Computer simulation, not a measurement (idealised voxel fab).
process module | voxel capacitor over wiring
Xsec cut, 145 nm wide, square cell size 5 nm.
How to read a cross-section here: the picture is a grid of square cells, written as bands going from the top down, and any band can span one or more rows of cells.
A band entry consists of two parts. The first gives the height of the band's top and the height of its bottom, in nm. The rest lists the band's materials from left to right, each with its width in nm. A single material labelled with the word "throughout" fills the band from edge to edge, and the word "blank" marks empty space.
Ref level 0: as-received wafer is one material below here. Bottom band extends down with no lower bound ("0 and below").
Graded width ("30 to 40"): value in top row of band = first number; value in bottom row = second number; row-to-row change constant.
"nothing changed" -> step changed no cross-section cell.
The list in "Enclosed void inventory" covers empty spaces of 8 cells or more that cannot reach the top through any open way, and it gives each as width x height at distance; the distance is from the left edge, and width, height and distance are in nm.
Read whatever lies past the settings on a step's line as the simulator's own remark about the step.
The setting "overlay nm" may be written on the line of a step. When the step uses a mask, the value reports how far to the right of the planned place the mask lay, and a negative value reports that it lay to the left.

PLAN
step 1: RECEIVE (material Si)
step 2: CONFORMAL_DEP (material SiO2; thk nm 15)
step 3: DIRECTIONAL_DEP (material TiN; thk nm 5)
step 4: DIRECTIONAL_DEP (material W; thk nm 15)
step 5: DIRECTIONAL_DEP (material aC; thk nm 10)
step 6: PATTERN (tone cover; mask id METAL_1; material resist; width nm 30; pitch nm 85; thk nm 30; overlay nm 0)
step 7: DIRECTIONAL_ETCH (etch materials aC; depth nm 10)
step 8: STRIP (etch materials resist)
step 9: DIRECTIONAL_ETCH (etch materials W; depth nm 15)
step 10: DIRECTIONAL_ETCH (etch materials TiN; depth nm 5)
step 11: STRIP (etch materials aC)
step 12: FILL_DEP (material lowk; thk nm 5)
step 13: CMP (height nm 35)
step 14: CONFORMAL_DEP (material SiCN; thk nm 5)
step 15: DIRECTIONAL_DEP (material lowk; thk nm 20)
step 16: PATTERN (tone open; mask id PLUG_1; material resist; width nm 15; thk nm 15; overlay nm 0)
step 17: DIRECTIONAL_ETCH (etch materials lowk; depth nm 20)
step 18: DIRECTIONAL_ETCH (etch materials SiCN; depth nm 5)
step 19: STRIP (etch materials resist)
step 20: EPI (material Ru; thk nm 10)
step 21: EPI (material Ru; thk nm 10)
step 22: EPI (material Ru; thk nm 5)
step 23: DIRECTIONAL_DEP (material TiN; thk nm 5)
step 24: DIRECTIONAL_DEP (material HfO2; thk nm 5)
step 25: DIRECTIONAL_DEP (material TiN; thk nm 10)
step 26: MASKED_ETCH (tone cover; mask id UPPER_PLATE; width nm 60; etch materials TiN; depth nm 10; overlay nm 0)
step 27: MASKED_ETCH (tone cover; mask id UPPER_PLATE; width nm 60; etch materials HfO2; depth nm 5; overlay nm 0)
step 28: DIRECTIONAL_DEP (material aC; thk nm 15)
step 29: PATTERN (tone cover; mask id LOWER_PLATE; material resist; width nm 70; thk nm 30; overlay nm 0)
step 30: DIRECTIONAL_ETCH (etch materials aC; depth nm 15)
step 31: STRIP (etch materials resist)
step 32: DIRECTIONAL_ETCH (etch materials TiN; depth nm 5)
step 33: STRIP (etch materials aC)
step 34: FILL_DEP (material SiO2; thk nm 20)
step 35: CMP (height nm 95)
step 36: DIRECTIONAL_DEP (material aC; thk nm 15)
step 37: PATTERN (tone open; mask id PLUG_2; material resist; width nm 15; thk nm 30; overlay nm 0)
step 38: DIRECTIONAL_ETCH (etch materials aC; depth nm 15)
step 39: STRIP (etch materials resist)
step 40: DIRECTIONAL_ETCH (etch materials SiO2; depth nm 15)
step 41: STRIP (etch materials aC)
step 42: CONFORMAL_DEP (material TiN; thk nm 5)
step 43: FILL_DEP (material Ru; thk nm 5)
step 44: CMP (height nm 95)
step 45: CONFORMAL_DEP (material SiCN; thk nm 5)

SHOWN IN CROSS-SECTION IS THE WAFER AS RECEIVED, THAT IS, AS IT STANDS AFTER STEP 1
	0 and below: Si throughout
	Enclosed void inventory: none

FINAL WAFER PROFILE IN CROSS-SECTION AFTER THE MODULE, FROM THE SAME START AND PLAN AS ABOVE, WITH ONE MISTAKE MADE DURING PROCESSING
	100 down to 95: SiCN throughout
	95 down to 90: SiO2=40, then TiN=15, then SiO2=90
	90 down to 80: SiO2=30, then TiN=25, then SiO2=90
	80 down to 75: SiO2=30, then HfO2=25, then TiN=35, then SiO2=55
	75 down to 70: SiO2=25, then TiN=65, then SiO2=55
	70 down to 65: SiO2=20, then Ru=35, then HfO2=35, then SiO2=55
	65 down to 60: SiO2=20, then Ru=35, then TiN=40, then SiO2=50
	60 down to 40: lowk=30, then Ru=15, then lowk=100
	40 down to 35: SiCN=30, then Ru=15, then SiCN=100
	35 down to 20: lowk=15, then W=30, then lowk=55, then W=30, then lowk=15
	20 down to 15: lowk=15, then TiN=30, then lowk=55, then TiN=30, then lowk=15
	15 down to 0: SiO2 throughout
	0 and below: Si throughout
	Enclosed void inventory: none
What went wrong in running the wafer? one of the identical steps 20 and 21 was executed twice, with no means of telling which
